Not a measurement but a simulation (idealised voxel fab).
Process module under the name voxel spacer lines
In the cross-section labelled cut, the width is 175 nm and each square cell is 5 nm.
Think of the cross-section as a grid of square cells. We describe it in bands, top to bottom, and each band covers one or more rows of those cells.
Band: top and bottom heights (nm) first, top before bottom; then materials from left to right, widths in nm. "edge to edge" marks a sole material filling the band edge to edge. "empty" denotes empty space.
Heights are expressed relative to 0, this being the level below which the as-received wafer comprises one material exclusively. The lowest band is unbounded in the downward direction and is denoted as in "0 -> down".
A width such as "30..40" changes by the same amount from each row of cells to the next, from the band's top row to its bottom row.
"everything unchanged", as given for a step, is the statement that not any cell of the cross-section underwent a change during that step.
Closed cavities: empty space of 8 cells or more with no open way to the top, each as width x height at its distance from the left edge, in nm
Formally, on a step line, whatever follows the settings is a remark that the simulator itself makes on the step.
A step's line can hold "overlay nm"; with a mask on that step, the setting says how far right of the planned place the mask lay, while a negative setting says it lay to the left.

### Steps in the process plan
1. RECEIVE [material Si]
2. CONFORMAL_DEP [material Al2O3] [thk nm 5]
3. DIRECTIONAL_DEP [material W] [thk nm 15]
4. DIRECTIONAL_DEP [material aC] [thk nm 30]
5. PATTERN [tone cover] [mask id MANDREL] [material resist] [width nm 20] [pitch nm 70] [thk nm 35] [overlay nm 0]
6. DIRECTIONAL_ETCH [etch materials aC] [depth nm 30]
7. STRIP [etch materials resist]
8. CONFORMAL_DEP [material SiN] [thk nm 15]
9. DIRECTIONAL_ETCH [etch materials SiN] [depth nm 15]
10. STRIP [etch materials aC]
11. DIRECTIONAL_ETCH [etch materials W] [depth nm 15]
12. STRIP [etch materials SiN]
13. FILL_DEP [material SiO2] [thk nm 5]
14. CMP [height nm 20]

### Here's what the wafer looked like in cross-section when it arrived - that's after step 1
- 0 -> down = Si edge to edge
- Closed cavities: none

### Sectioned view, first of two wafers, at the close of the module, processed as intended in the plan
- 20 -> 5 = SiO2: 25  W: 15  SiO2: 20  W: 15  SiO2: 20  W: 15  SiO2: 20  W: 15  SiO2: 30
- 5 -> 0 = Al2O3 edge to edge
- 0 -> down = Si edge to edge
- Closed cavities: none

### Cross-sectional image of the second wafer of the two following completion of the module. Starting state and process plan were the same as for the first wafer; one execution error occurred
- 20 -> 15 = Al2O3 edge to edge
- 15 -> 0 = W edge to edge
- 0 -> down = Si edge to edge
- Closed cavities: none
Against the plan, the run slipped here: steps 2 and 3 traded places in the executed sequence
Final wafer comparison in cells, second versus first, more or fewer per material: SiO2: 69 fewer; W: 69 more
